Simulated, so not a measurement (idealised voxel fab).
Presented below is a process module, voxel transistor to metal.
Xsec cut, 170 nm wide, square cell size 5 nm.
This document writes a cross-section as a grid whose cells are square, and gives it as bands, listed from the top down; one or more rows of cells form a band. Top height, bottom height, nm. Materials left to right, width each, nm. Single material + "all across" = fills band edge to edge. "empty" = empty. Heights are expressed relative to 0, this being the level below which the as-received wafer comprises one material exclusively. The lowest band is unbounded in the downward direction and is denoted as in "z 0 and below". Width spec "30 to 40" -> top row of cells at first value, bottom row at second value, equal per-row change in between. Any step labelled "no modifications" changed none of the cells in the cross-section. Closed-off voids of 8+ cells (no open route to the top) go in "Encapsulated voids", written width x height at distance from the left edge, in nm. If you see something after the settings on a step's line, that's the simulator's own remark about that step. overlay nm: right-of-plan distance of the mask on a masked step; negative values mean left-of-plan.

## Planned step list for the process
| 1 | RECEIVE | material Si |
| 2 | CONFORMAL_DEP | material SiO2 | thk nm 5 |
| 3 | CONFORMAL_DEP | material SiN | thk nm 10 |
| 4 | PATTERN | tone cover | mask id ACTIVE | material resist | width nm 95 | thk nm 15 | overlay nm 0 |
| 5 | DIRECTIONAL_ETCH | etch materials SiN | depth nm 10 |
| 6 | DIRECTIONAL_ETCH | etch materials SiO2 | depth nm 5 |
| 7 | DIRECTIONAL_ETCH | etch materials Si | depth nm 35 |
| 8 | STRIP | etch materials resist |
| 9 | FILL_DEP | material SiO2 | thk nm 10 |
| 10 | CMP | height nm 15 |
| 11 | SELECTIVE_ETCH | etch materials SiO2 | depth nm 5 |
| 12 | STRIP | etch materials SiN |
| 13 | SELECTIVE_ETCH | etch materials SiO2 | depth nm 5 |
| 14 | OXIDIZE | depth nm 5 |
| 15 | DIRECTIONAL_DEP | material polySi | thk nm 25 |
| 16 | DIRECTIONAL_DEP | material SiCN | thk nm 10 |
| 17 | PATTERN | tone cover | mask id GATE | material resist | width nm 25 | thk nm 15 | overlay nm 0 |
| 18 | DIRECTIONAL_ETCH | etch materials SiCN | depth nm 20 |
| 19 | DIRECTIONAL_ETCH | etch materials polySi | depth nm 35 |
| 20 | STRIP | etch materials resist |
| 21 | CONFORMAL_DEP | material SiO2 | thk nm 5 |
| 22 | DIRECTIONAL_ETCH | etch materials SiO2 | depth nm 5 |
| 23 | CONFORMAL_DEP | material SiN | thk nm 10 |
| 24 | DIRECTIONAL_ETCH | etch materials SiN | depth nm 10 |
| 25 | DIRECTIONAL_ETCH | etch materials SiO2 | depth nm 5 |
| 26 | DIRECTIONAL_ETCH | etch materials Si | depth nm 10 |
| 27 | EPI | material SiGe | thk nm 10 |
| 28 | FILL_DEP | material SiO2 | thk nm 5 |
| 29 | CMP | height nm 35 |
| 30 | DIRECTIONAL_DEP | material SiO2 | thk nm 15 |
| 31 | MASKED_ETCH | tone open | mask id CONTACT | width nm 25 | pitch nm 60 | etch materials SiO2 | depth nm 45 | overlay nm 0 |
| 32 | CONFORMAL_DEP | material TiN | thk nm 5 |
| 33 | FILL_DEP | material W | thk nm 5 |
| 34 | CMP | height nm 50 |
| 35 | DIRECTIONAL_DEP | material TiN | thk nm 5 |
| 36 | DIRECTIONAL_DEP | material Ru | thk nm 25 |
| 37 | PATTERN | tone cover | mask id METAL_1 | material resist | width nm 15 | pitch nm 70 | thk nm 15 | overlay nm 0 |
| 38 | DIRECTIONAL_ETCH | etch materials Ru | depth nm 25 |
| 39 | DIRECTIONAL_ETCH | etch materials TiN | depth nm 5 |
| 40 | STRIP | etch materials resist |
| 41 | FILL_DEP | material SiO2 | thk nm 5 |
| 42 | CMP | height nm 80 |
| 43 | CONFORMAL_DEP | material SiCN | thk nm 5 |
| 44 | DIRECTIONAL_DEP | material SiO2 | thk nm 25 |
| 45 | PATTERN | tone open | mask id METAL_2 | material resist | width nm 15 | pitch nm 70 | thk nm 20 | overlay nm 0 |
| 46 | DIRECTIONAL_ETCH | etch materials SiO2 | depth nm 15 |
| 47 | STRIP | etch materials resist |
| 48 | DIRECTIONAL_DEP | material aC | thk nm 10 |
| 49 | PATTERN | tone open | mask id METAL_2_HOLES | material resist | width nm 15 | pitch nm 70 | thk nm 30 | overlay nm 0 |
| 50 | DIRECTIONAL_ETCH | etch materials aC | depth nm 10 |
| 51 | STRIP | etch materials resist |
| 52 | DIRECTIONAL_ETCH | etch materials SiO2 | depth nm 10 |
| 53 | DIRECTIONAL_ETCH | etch materials SiCN | depth nm 5 |
| 54 | STRIP | etch materials aC |
| 55 | CONFORMAL_DEP | material TiN | thk nm 5 |
| 56 | FILL_DEP | material Ru | thk nm 10 |
| 57 | CMP | height nm 110 |
| 58 | CONFORMAL_DEP | material SiN | thk nm 5 |

## Run as planned: first of two wafers

## Delivered wafer in cross-section: state after step 1
	z 0 and below = Si all across
	Encapsulated voids: none

## Wafer section view after processing step 2
	z 5 to 0 = SiO2 all across
	Below 0, the layers are the same as they were.

## Wafer section view after processing step 3
	z 15 to 5 = SiN all across
	Below 5, the layers are the same as they were.

## Wafer section view after processing step 4
	z 30 to 15 = 35 of empty, 95 of resist, 40 of empty
	Below 15, the layers are the same as they were.

## Wafer section view after processing step 5
	z 30 to 15 = 35 of empty, 95 of resist, 40 of empty
	z 15 to 5 = 35 of empty, 95 of SiN, 40 of empty
	Below 5, the layers are the same as they were.

## Wafer section view after processing step 6
	z 30 to 15 = 35 of empty, 95 of resist, 40 of empty
	z 15 to 5 = 35 of empty, 95 of SiN, 40 of empty
	z 5 to 0 = 35 of empty, 95 of SiO2, 40 of empty
	Below 0, the layers are the same as they were.

## Wafer section view after processing step 7
	z 30 to 15 = 35 of empty, 95 of resist, 40 of empty
	z 15 to 5 = 35 of empty, 95 of SiN, 40 of empty
	z 5 to 0 = 35 of empty, 95 of SiO2, 40 of empty
	z 0 to -35 = 35 of empty, 95 of Si, 40 of empty
	Below -35, the layers are the same as they were.

## Wafer section view after processing step 8
	z 15 to 5 = 35 of empty, 95 of SiN, 40 of empty
	Below 5, the layers are the same as they were.

## Wafer section view after processing step 9
	z 25 to 15 = SiO2 all across
	z 15 to 5 = 35 of SiO2, 95 of SiN, 40 of SiO2
	z 5 to 0 = SiO2 all across
	z 0 to -35 = 35 of SiO2, 95 of Si, 40 of SiO2
	Below -35, the layers are the same as they were.

## Wafer section view after processing step 10
	z 15 to 5 = 35 of SiO2, 95 of SiN, 40 of SiO2
	Below 5, the layers are the same as they were.

## Wafer section view after processing step 11
	z 15 to 10 = 35 of empty, 95 of SiN, 40 of empty
	Below 10, the layers are the same as they were.

## Wafer section view after processing step 12
	z 10 to 5 = 35 of SiO2, 95 of empty, 40 of SiO2
	Below 5, the layers are the same as they were.

## Wafer section view after processing step 13
	z 5 to 0 = 30 of SiO2, 105 of empty, 35 of SiO2
	Below 0, the layers are the same as they were.

## Wafer section view after processing step 14
	z 5 to 0 = 30 of SiO2, 105 of empty, 35 of SiO2
	z 0 to -5 = SiO2 all across
	Below -5, the layers are the same as they were.

## Wafer section view after processing step 15
	z 30 to 25 = 30 of polySi, 105 of empty, 35 of polySi
	z 25 to 5 = polySi all across
	z 5 to 0 = 30 of SiO2, 105 of polySi, 35 of SiO2
	Below 0, the layers are the same as they were.

## Wafer section view after processing step 16
	z 40 to 35 = 30 of SiCN, 105 of empty, 35 of SiCN
	z 35 to 30 = SiCN all across
	z 30 to 25 = 30 of polySi, 105 of SiCN, 35 of polySi
	Below 25, the layers are the same as they were.

## Wafer section view after processing step 17
	z 55 to 40 = 70 of empty, 25 of resist, 75 of empty
	z 40 to 35 = 30 of SiCN, 40 of empty, 25 of resist, 40 of empty, 35 of SiCN
	Below 35, the layers are the same as they were.

## Wafer section view after processing step 18
	z 55 to 35 = 70 of empty, 25 of resist, 75 of empty
	z 35 to 30 = 70 of empty, 25 of SiCN, 75 of empty
	z 30 to 25 = 30 of polySi, 40 of empty, 25 of SiCN, 40 of empty, 35 of polySi
	Below 25, the layers are the same as they were.

## Wafer section view after processing step 19
	z 55 to 35 = 70 of empty, 25 of resist, 75 of empty
	z 35 to 25 = 70 of empty, 25 of SiCN, 75 of empty
	z 25 to 5 = 70 of empty, 25 of polySi, 75 of empty
	z 5 to 0 = 30 of SiO2, 40 of empty, 25 of polySi, 40 of empty, 35 of SiO2
	Below 0, the layers are the same as they were.

## Wafer section view after processing step 20
	z 35 to 25 = 70 of empty, 25 of SiCN, 75 of empty
	Below 25, the layers are the same as they were.

## Wafer section view after processing step 21
	z 40 to 35 = 65 of empty, 35 of SiO2, 70 of empty
	z 35 to 25 = 65 of empty, 5 of SiO2, 25 of SiCN, 5 of SiO2, 70 of empty
	z 25 to 10 = 65 of empty, 5 of SiO2, 25 of polySi, 5 of SiO2, 70 of empty
	z 10 to 5 = 35 of SiO2, 30 of empty, 5 of SiO2, 25 of polySi, 5 of SiO2, 30 of empty, 40 of SiO2
	z 5 to 0 = 70 of SiO2, 25 of polySi, 75 of SiO2
	Below 0, the layers are the same as they were.

## Wafer section view after processing step 22
	z 35 to 25 = 65 of empty, 5 of SiO2, 25 of SiCN, 5 of SiO2, 70 of empty
	z 25 to 5 = 65 of empty, 5 of SiO2, 25 of polySi, 5 of SiO2, 70 of empty
	z 5 to 0 = 35 of SiO2, 30 of empty, 5 of SiO2, 25 of polySi, 5 of SiO2, 30 of empty, 40 of SiO2
	Below 0, the layers are the same as they were.

## Wafer section view after processing step 23
	z 45 to 35 = 55 of empty, 55 of SiN, 60 of empty
	z 35 to 25 = 55 of empty, 10 of SiN, 5 of SiO2, 25 of SiCN, 5 of SiO2, 10 of SiN, 60 of empty
	z 25 to 15 = 55 of empty, 10 of SiN, 5 of SiO2, 25 of polySi, 5 of SiO2, 10 of SiN, 60 of empty
	z 15 to 10 = 45 of SiN, 10 of empty, 10 of SiN, 5 of SiO2, 25 of polySi, 5 of SiO2, 10 of SiN, 10 of empty, 50 of SiN
	z 10 to 5 = 65 of SiN, 5 of SiO2, 25 of polySi, 5 of SiO2, 70 of SiN
	z 5 to 0 = 35 of SiO2, 30 of SiN, 5 of SiO2, 25 of polySi, 5 of SiO2, 30 of SiN, 40 of SiO2
	Below 0, the layers are the same as they were.

## Wafer section view after processing step 24
	z 35 to 25 = 55 of empty, 10 of SiN, 5 of SiO2, 25 of SiCN, 5 of SiO2, 10 of SiN, 60 of empty
	z 25 to 5 = 55 of empty, 10 of SiN, 5 of SiO2, 25 of polySi, 5 of SiO2, 10 of SiN, 60 of empty
	z 5 to 0 = 35 of SiO2, 10 of SiN, 10 of empty, 10 of SiN, 5 of SiO2, 25 of polySi, 5 of SiO2, 10 of SiN, 10 of empty, 10 of SiN, 40 of SiO2
	Below 0, the layers are the same as they were.

## Wafer section view after processing step 25
	z 35 to 30 = 55 of empty, 10 of SiN, 5 of empty, 25 of SiCN, 5 of empty, 10 of SiN, 60 of empty
	z 30 to 25 = 55 of empty, 10 of SiN, 5 of SiO2, 25 of SiCN, 5 of SiO2, 10 of SiN, 60 of empty
	z 25 to 5 = 55 of empty, 10 of SiN, 5 of SiO2, 25 of polySi, 5 of SiO2, 10 of SiN, 60 of empty
	z 5 to 0 = 35 of empty, 10 of SiN, 10 of empty, 10 of SiN, 5 of SiO2, 25 of polySi, 5 of SiO2, 10 of SiN, 10 of empty, 10 of SiN, 40 of empty
	z 0 to -5 = 45 of SiO2, 10 of empty, 55 of SiO2, 10 of empty, 50 of SiO2
	Below -5, the layers are the same as they were.

## Wafer section view after processing step 26
	z 35 to 30 = 55 of empty, 10 of SiN, 5 of empty, 25 of SiCN, 5 of empty, 10 of SiN, 60 of empty
	z 30 to 25 = 55 of empty, 10 of SiN, 5 of SiO2, 25 of SiCN, 5 of SiO2, 10 of SiN, 60 of empty
	z 25 to 5 = 55 of empty, 10 of SiN, 5 of SiO2, 25 of polySi, 5 of SiO2, 10 of SiN, 60 of empty
	z 5 to 0 = 35 of empty, 10 of SiN, 10 of empty, 10 of SiN, 5 of SiO2, 25 of polySi, 5 of SiO2, 10 of SiN, 10 of empty, 10 of SiN, 40 of empty
	z 0 to -5 = 45 of SiO2, 10 of empty, 55 of SiO2, 10 of empty, 50 of SiO2
	z -5 to -15 = 35 of SiO2, 10 of Si, 10 of empty, 55 of Si, 10 of empty, 10 of Si, 40 of SiO2
	Below -15, the layers are the same as they were.

## Wafer section view after processing step 27
	z 35 to 30 = 55 of empty, 10 of SiN, 5 of empty, 25 of SiCN, 5 of empty, 10 of SiN, 60 of empty
	z 30 to 25 = 55 of empty, 10 of SiN, 5 of SiO2, 25 of SiCN, 5 of SiO2, 10 of SiN, 60 of empty
	z 25 to 5 = 55 of empty, 10 of SiN, 5 of SiO2, 25 of polySi, 5 of SiO2, 10 of SiN, 60 of empty
	z 5 to 0 = 35 of empty, 10 of SiN, 10 of SiGe, 10 of SiN, 5 of SiO2, 25 of polySi, 5 of SiO2, 10 of SiN, 10 of SiGe, 10 of SiN, 40 of empty
	z 0 to -5 = 45 of SiO2, 10 of SiGe, 55 of SiO2, 10 of SiGe, 50 of SiO2
	z -5 to -15 = 35 of SiO2, 10 of Si, 10 of SiGe, 55 of Si, 10 of SiGe, 10 of Si, 40 of SiO2
	Below -15, the layers are the same as they were.

## Wafer section view after processing step 28
	z 40 to 35 = SiO2 all across
	z 35 to 25 = 55 of SiO2, 10 of SiN, 5 of SiO2, 25 of SiCN, 5 of SiO2, 10 of SiN, 60 of SiO2
	z 25 to 5 = 55 of SiO2, 10 of SiN, 5 of SiO2, 25 of polySi, 5 of SiO2, 10 of SiN, 60 of SiO2
	z 5 to 0 = 35 of SiO2, 10 of SiN, 10 of SiGe, 10 of SiN, 5 of SiO2, 25 of polySi, 5 of SiO2, 10 of SiN, 10 of SiGe, 10 of SiN, 40 of SiO2
	Below 0, the layers are the same as they were.

## Wafer section view after processing step 29
	z 35 to 25 = 55 of SiO2, 10 of SiN, 5 of SiO2, 25 of SiCN, 5 of SiO2, 10 of SiN, 60 of SiO2
	Below 25, the layers are the same as they were.

## Wafer section view after processing step 30
	z 50 to 35 = SiO2 all across
	Below 35, the layers are the same as they were.

## Wafer section view after processing step 31
	z 50 to 35 = 40 of SiO2, 25 of empty, 35 of SiO2, 25 of empty, 45 of SiO2
	z 35 to 25 = 40 of SiO2, 15 of empty, 10 of SiN, 5 of SiO2, 25 of SiCN, 5 of SiO2, 10 of SiN, 15 of empty, 45 of SiO2
	z 25 to 5 = 40 of SiO2, 15 of empty, 10 of SiN, 5 of SiO2, 25 of polySi, 5 of SiO2, 10 of SiN, 15 of empty, 45 of SiO2
	Below 5, the layers are the same as they were.

## Wafer section view after processing step 32
	z 55 to 50 = 45 of TiN, 15 of empty, 45 of TiN, 15 of empty, 50 of TiN
	z 50 to 40 = 40 of SiO2, 5 of TiN, 15 of empty, 5 of TiN, 35 of SiO2, 5 of TiN, 15 of empty, 5 of TiN, 45 of SiO2
	z 40 to 35 = 40 of SiO2, 5 of TiN, 5 of empty, 15 of TiN, 35 of SiO2, 15 of TiN, 5 of empty, 5 of TiN, 45 of SiO2
	z 35 to 25 = 40 of SiO2, 5 of TiN, 5 of empty, 5 of TiN, 10 of SiN, 5 of SiO2, 25 of SiCN, 5 of SiO2, 10 of SiN, 5 of TiN, 5 of empty, 5 of TiN, 45 of SiO2
	z 25 to 10 = 40 of SiO2, 5 of TiN, 5 of empty, 5 of TiN, 10 of SiN, 5 of SiO2, 25 of polySi, 5 of SiO2, 10 of SiN, 5 of TiN, 5 of empty, 5 of TiN, 45 of SiO2
	z 10 to 5 = 40 of SiO2, 15 of TiN, 10 of SiN, 5 of SiO2, 25 of polySi, 5 of SiO2, 10 of SiN, 15 of TiN, 45 of SiO2
	Below 5, the layers are the same as they were.

## Wafer section view after processing step 33
	z 60 to 55 = W all across
	z 55 to 50 = 45 of TiN, 15 of W, 45 of TiN, 15 of W, 50 of TiN
	z 50 to 40 = 40 of SiO2, 5 of TiN, 15 of W, 5 of TiN, 35 of SiO2, 5 of TiN, 15 of W, 5 of TiN, 45 of SiO2
	z 40 to 35 = 40 of SiO2, 5 of TiN, 5 of W, 15 of TiN, 35 of SiO2, 15 of TiN, 5 of W, 5 of TiN, 45 of SiO2
	z 35 to 25 = 40 of SiO2, 5 of TiN, 5 of W, 5 of TiN, 10 of SiN, 5 of SiO2, 25 of SiCN, 5 of SiO2, 10 of SiN, 5 of TiN, 5 of W, 5 of TiN, 45 of SiO2
	z 25 to 10 = 40 of SiO2, 5 of TiN, 5 of W, 5 of TiN, 10 of SiN, 5 of SiO2, 25 of polySi, 5 of SiO2, 10 of SiN, 5 of TiN, 5 of W, 5 of TiN, 45 of SiO2
	Below 10, the layers are the same as they were.

## Wafer section view after processing step 34
	z 50 to 40 = 40 of SiO2, 5 of TiN, 15 of W, 5 of TiN, 35 of SiO2, 5 of TiN, 15 of W, 5 of TiN, 45 of SiO2
	Below 40, the layers are the same as they were.

## Wafer section view after processing step 35
	z 55 to 50 = TiN all across
	Below 50, the layers are the same as they were.

## Wafer section view after processing step 36
	z 80 to 55 = Ru all across
	Below 55, the layers are the same as they were.

## Wafer section view after processing step 37
	z 95 to 80 = 40 of empty, 15 of resist, 55 of empty, 15 of resist, 45 of empty
	Below 80, the layers are the same as they were.

## Wafer section view after processing step 38
	z 95 to 80 = 40 of empty, 15 of resist, 55 of empty, 15 of resist, 45 of empty
	z 80 to 55 = 40 of empty, 15 of Ru, 55 of empty, 15 of Ru, 45 of empty
	Below 55, the layers are the same as they were.

## Wafer section view after processing step 39
	z 95 to 80 = 40 of empty, 15 of resist, 55 of empty, 15 of resist, 45 of empty
	z 80 to 55 = 40 of empty, 15 of Ru, 55 of empty, 15 of Ru, 45 of empty
	z 55 to 50 = 40 of empty, 15 of TiN, 55 of empty, 15 of TiN, 45 of empty
	Below 50, the layers are the same as they were.

## Wafer section view after processing step 40
	z 80 to 55 = 40 of empty, 15 of Ru, 55 of empty, 15 of Ru, 45 of empty
	Below 55, the layers are the same as they were.

## Wafer section view after processing step 41
	z 85 to 80 = SiO2 all across
	z 80 to 55 = 40 of SiO2, 15 of Ru, 55 of SiO2, 15 of Ru, 45 of SiO2
	z 55 to 50 = 40 of SiO2, 15 of TiN, 55 of SiO2, 15 of TiN, 45 of SiO2
	Below 50, the layers are the same as they were.

## Wafer section view after processing step 42
	z 80 to 55 = 40 of SiO2, 15 of Ru, 55 of SiO2, 15 of Ru, 45 of SiO2
	Below 55, the layers are the same as they were.

## Wafer section view after processing step 43
	z 85 to 80 = SiCN all across
	Below 80, the layers are the same as they were.

## Wafer section view after processing step 44
	z 110 to 85 = SiO2 all across
	Below 85, the layers are the same as they were.

## Wafer section view after processing step 45
	z 130 to 110 = 40 of resist, 15 of empty, 55 of resist, 15 of empty, 45 of resist
	Below 110, the layers are the same as they were.

## Wafer section view after processing step 46
	z 130 to 110 = 40 of resist, 15 of empty, 55 of resist, 15 of empty, 45 of resist
	z 110 to 95 = 40 of SiO2, 15 of empty, 55 of SiO2, 15 of empty, 45 of SiO2
	Below 95, the layers are the same as they were.

## Wafer section view after processing step 47
	z 110 to 95 = 40 of SiO2, 15 of empty, 55 of SiO2, 15 of empty, 45 of SiO2
	Below 95, the layers are the same as they were.

## Wafer section view after processing step 48
	z 120 to 110 = 40 of aC, 15 of empty, 55 of aC, 15 of empty, 45 of aC
	z 110 to 105 = 40 of SiO2, 15 of empty, 55 of SiO2, 15 of empty, 45 of SiO2
	z 105 to 95 = 40 of SiO2, 15 of aC, 55 of SiO2, 15 of aC, 45 of SiO2
	Below 95, the layers are the same as they were.

## Wafer section view after processing step 49
	z 150 to 120 = 40 of resist, 15 of empty, 55 of resist, 15 of empty, 45 of resist
	Below 120, the layers are the same as they were.

## Wafer section view after processing step 50
	z 140 to 120 = 40 of resist, 15 of empty, 55 of resist, 15 of empty, 45 of resist
	z 120 to 110 = 40 of aC, 15 of empty, 55 of aC, 15 of empty, 45 of aC
	z 110 to 95 = 40 of SiO2, 15 of empty, 55 of SiO2, 15 of empty, 45 of SiO2
	Below 95, the layers are the same as they were.

## Wafer section view after processing step 51
	z 120 to 110 = 40 of aC, 15 of empty, 55 of aC, 15 of empty, 45 of aC
	Below 110, the layers are the same as they were.

## Wafer section view after processing step 52
	z 120 to 110 = 40 of aC, 15 of empty, 55 of aC, 15 of empty, 45 of aC
	z 110 to 85 = 40 of SiO2, 15 of empty, 55 of SiO2, 15 of empty, 45 of SiO2
	Below 85, the layers are the same as they were.

## Wafer section view after processing step 53
	z 120 to 110 = 40 of aC, 15 of empty, 55 of aC, 15 of empty, 45 of aC
	z 110 to 85 = 40 of SiO2, 15 of empty, 55 of SiO2, 15 of empty, 45 of SiO2
	z 85 to 80 = 40 of SiCN, 15 of empty, 55 of SiCN, 15 of empty, 45 of SiCN
	Below 80, the layers are the same as they were.

## Wafer section view after processing step 54
	z 110 to 85 = 40 of SiO2, 15 of empty, 55 of SiO2, 15 of empty, 45 of SiO2
	Below 85, the layers are the same as they were.

## Wafer section view after processing step 55
	z 115 to 110 = 45 of TiN, 5 of empty, 65 of TiN, 5 of empty, 50 of TiN
	z 110 to 85 = 40 of SiO2, 5 of TiN, 5 of empty, 5 of TiN, 55 of SiO2, 5 of TiN, 5 of empty, 5 of TiN, 45 of SiO2
	z 85 to 80 = 40 of SiCN, 15 of TiN, 55 of SiCN, 15 of TiN, 45 of SiCN
	Below 80, the layers are the same as they were.

## Wafer section view after processing step 56
	z 125 to 115 = Ru all across
	z 115 to 110 = 45 of TiN, 5 of Ru, 65 of TiN, 5 of Ru, 50 of TiN
	z 110 to 85 = 40 of SiO2, 5 of TiN, 5 of Ru, 5 of TiN, 55 of SiO2, 5 of TiN, 5 of Ru, 5 of TiN, 45 of SiO2
	Below 85, the layers are the same as they were.

## Wafer section view after processing step 57
	z 110 to 85 = 40 of SiO2, 5 of TiN, 5 of Ru, 5 of TiN, 55 of SiO2, 5 of TiN, 5 of Ru, 5 of TiN, 45 of SiO2
	Below 85, the layers are the same as they were.

## Wafer section view after processing step 58
	z 115 to 110 = SiN all across
	Below 110, the layers are the same as they were.

## What follows concerns the second wafer, which started out like the first and was meant to follow the very same plan; one mistake crept in when it was run, but everything up to and including step 44 is the same as for the first wafer

## Cross-section of the second wafer when, according to plan, step 45 should have finished
	z 130 to 110 = 45 of resist, 15 of empty, 55 of resist, 15 of empty, 40 of resist
	Below 110, the layers are the same as they were.

## Cross-section of the second wafer when, according to plan, step 46 should have finished
	z 130 to 110 = 45 of resist, 15 of empty, 55 of resist, 15 of empty, 40 of resist
	z 110 to 95 = 45 of SiO2, 15 of empty, 55 of SiO2, 15 of empty, 40 of SiO2
	Below 95, the layers are the same as they were.

## Cross-section of the second wafer when, according to plan, step 47 should have finished
	z 110 to 95 = 45 of SiO2, 15 of empty, 55 of SiO2, 15 of empty, 40 of SiO2
	Below 95, the layers are the same as they were.

## Cross-section of the second wafer when, according to plan, step 48 should have finished
	z 120 to 110 = 45 of aC, 15 of empty, 55 of aC, 15 of empty, 40 of aC
	z 110 to 105 = 45 of SiO2, 15 of empty, 55 of SiO2, 15 of empty, 40 of SiO2
	z 105 to 95 = 45 of SiO2, 15 of aC, 55 of SiO2, 15 of aC, 40 of SiO2
	Below 95, the layers are the same as they were.

## Cross-section of the second wafer when, according to plan, step 49 should have finished
	z 150 to 120 = 40 of resist, 15 of empty, 55 of resist, 15 of empty, 45 of resist
	z 120 to 110 = 45 of aC, 10 of empty, 5 of resist, 55 of aC, 10 of empty, 5 of resist, 40 of aC
	z 110 to 105 = 45 of SiO2, 10 of empty, 5 of resist, 55 of SiO2, 10 of empty, 5 of resist, 40 of SiO2
	Below 105, the layers are the same as they were.

## Cross-section of the second wafer when, according to plan, step 50 should have finished
	z 140 to 120 = 40 of resist, 15 of empty, 55 of resist, 15 of empty, 45 of resist
	z 120 to 110 = 40 of aC, 15 of empty, 5 of resist, 50 of aC, 15 of empty, 5 of resist, 40 of aC
	z 110 to 105 = 45 of SiO2, 10 of empty, 5 of resist, 55 of SiO2, 10 of empty, 5 of resist, 40 of SiO2
	z 105 to 95 = 45 of SiO2, 10 of empty, 5 of aC, 55 of SiO2, 10 of empty, 5 of aC, 40 of SiO2
	Below 95, the layers are the same as they were.

## Cross-section of the second wafer when, according to plan, step 51 should have finished
	z 120 to 110 = 40 of aC, 20 of empty, 50 of aC, 20 of empty, 40 of aC
	z 110 to 105 = 45 of SiO2, 15 of empty, 55 of SiO2, 15 of empty, 40 of SiO2
	Below 105, the layers are the same as they were.

## Cross-section of the second wafer when, according to plan, step 52 should have finished
	z 120 to 110 = 40 of aC, 20 of empty, 50 of aC, 20 of empty, 40 of aC
	z 110 to 105 = 40 of SiO2, 20 of empty, 50 of SiO2, 20 of empty, 40 of SiO2
	z 105 to 95 = 40 to 45 of SiO2, 15 to 10 of empty, 5 of aC, 50 to 55 of SiO2, 15 to 10 of empty, 5 of aC, 40 of SiO2
	z 95 to 85 = 45 of SiO2, 10 of empty, 60 of SiO2, 10 of empty, 45 of SiO2
	Below 85, the layers are the same as they were.

## Cross-section of the second wafer when, according to plan, step 53 should have finished
	z 120 to 110 = 40 of aC, 20 of empty, 50 of aC, 20 of empty, 40 of aC
	z 110 to 105 = 40 of SiO2, 20 of empty, 50 of SiO2, 20 of empty, 40 of SiO2
	z 105 to 95 = 40 to 45 of SiO2, 15 to 10 of empty, 5 of aC, 50 to 55 of SiO2, 15 to 10 of empty, 5 of aC, 40 of SiO2
	z 95 to 85 = 45 of SiO2, 10 of empty, 60 of SiO2, 10 of empty, 45 of SiO2
	z 85 to 80 = 45 of SiCN, 10 of empty, 60 of SiCN, 10 of empty, 45 of SiCN
	Below 80, the layers are the same as they were.

## Cross-section of the second wafer when, according to plan, step 54 should have finished
	z 110 to 100 = 40 of SiO2, 20 of empty, 50 of SiO2, 20 of empty, 40 of SiO2
	z 100 to 95 = 45 of SiO2, 15 of empty, 55 of SiO2, 15 of empty, 40 of SiO2
	Below 95, the layers are the same as they were.

## Cross-section of the second wafer when, according to plan, step 55 should have finished
	z 115 to 110 = 45 of TiN, 10 of empty, 60 of TiN, 10 of empty, 45 of TiN
	z 110 to 100 = 40 of SiO2, 5 to 10 of TiN, 10 to 5 of empty, 5 of TiN, 50 of SiO2, 5 to 10 of TiN, 10 to 5 of empty, 5 of TiN, 40 of SiO2
	z 100 to 95 = 45 of SiO2, 15 of TiN, 55 of SiO2, 15 of TiN, 40 of SiO2
	z 95 to 85 = 45 of SiO2, 10 of TiN, 60 of SiO2, 10 of TiN, 45 of SiO2
	z 85 to 80 = 45 of SiCN, 10 of TiN, 60 of SiCN, 10 of TiN, 45 of SiCN
	Below 80, the layers are the same as they were.

## Cross-section of the second wafer when, according to plan, step 56 should have finished
	z 125 to 115 = Ru all across
	z 115 to 110 = 45 of TiN, 10 of Ru, 60 of TiN, 10 of Ru, 45 of TiN
	z 110 to 100 = 40 of SiO2, 5 to 10 of TiN, 10 to 5 of Ru, 5 of TiN, 50 of SiO2, 5 to 10 of TiN, 10 to 5 of Ru, 5 of TiN, 40 of SiO2
	Below 100, the layers are the same as they were.

## Cross-section of the second wafer when, according to plan, step 57 should have finished
	z 110 to 100 = 40 of SiO2, 5 to 10 of TiN, 10 to 5 of Ru, 5 of TiN, 50 of SiO2, 5 to 10 of TiN, 10 to 5 of Ru, 5 of TiN, 40 of SiO2
	Below 100, the layers are the same as they were.

## Cross-section of the second wafer when, according to plan, step 58 should have finished
	z 115 to 110 = SiN all across
	Below 110, the layers are the same as they were.
Which mistake was made when the wafer was run? rather than as planned, step 45 actually ran as PATTERN | tone open | mask id METAL_2 | material resist | width nm 15 | pitch nm 70 | thk nm 20 | overlay nm 5
Upon completion, the second wafer contains, in terms of cells, a greater or smaller amount of certain materials than the first wafer: Ru -4 | SiCN +2 | TiN +2
